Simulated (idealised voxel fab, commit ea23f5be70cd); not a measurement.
Title: Process Module voxel ribs on slabs
Displayed cross-section: cut, width of 275 nm, square cells sized 5 nm.
In this document a cross-section is written as a grid of square cells. It is given as a series of bands, listed from the top down, and a band is one or more rows of cells. Within each band entry, the heights of the top and of the bottom of the band appear first, in that order and in nm; the materials of the band then follow from left to right, each with its corresponding width in nm. The designation "everywhere" on a single material indicates that it fills the band from edge to edge; the designation "blank" indicates empty space. Heights are reckoned from 0. Under this level, the received wafer is all of one material. The bottommost band is open-ended downward, for example "z 0 and below". Width: "30->40" (first number = top row, second number = bottom row, same change from row to row of cells). Where a step carries "no modification", the cross-section came out of it unchanged, cell for cell. In "Enclosed cavities" the enclosed voids are listed, meaning empty spaces of 8 cells or larger without any opening to the top. The form is width x height at distance, distance from the left edge, units nm. Heads up: the bit after the settings on a step's line is the simulator's remark on that step. If you see "overlay nm" on a step's line and that step has a mask, it's telling you how far right of where it was planned the mask ended up; a negative number means it went left instead.

Process steps foreseen in the plan:
1,RECEIVE with material Si
2,DIRECTIONAL_DEP with material SiO2, thk nm 20
3,DIRECTIONAL_DEP with material polySi, thk nm 15
4,MASKED_ETCH with tone cover, mask id RIB, width nm 15, etch materials polySi, depth nm 5, overlay nm 0
5,PATTERN with tone cover, mask id SLAB, material resist, width nm 45, thk nm 20, overlay nm 0
6,DIRECTIONAL_ETCH with etch materials polySi, depth nm 10
7,STRIP with etch materials resist
8,FILL_DEP with material SiO2, thk nm 25
9,CMP with height nm 55
10,DIRECTIONAL_DEP with material W, thk nm 10
11,MASKED_ETCH with tone cover, mask id HEATER, width nm 25, etch materials W, depth nm 10, overlay nm 0
12,CONFORMAL_DEP with material SiO2, thk nm 5

Cross-section: wafer on arrival = after step 1:
  z 0 and below | Si everywhere
  Enclosed cavities: none

End state of the module in cross-section, given the above starting point and plan and one mistake in execution:
  z 70 to 65 | blank 120 nm / SiO2 35 nm / blank 120 nm
  z 65 to 60 | blank 120 nm / SiO2 5 nm / W 25 nm / SiO2 5 nm / blank 120 nm
  z 60 to 55 | SiO2 125 nm / W 25 nm / SiO2 125 nm
  z 55 to 30 | SiO2 everywhere
  z 30 to 20 | SiO2 130->115 nm / polySi 15->45 nm / SiO2 130->115 nm
  z 20 to 0 | SiO2 everywhere
  z 0 and below | Si everywhere
  Enclosed cavities: none
Processing error: step 3 ran as: DIRECTIONAL_DEP with material polySi, thk nm 10
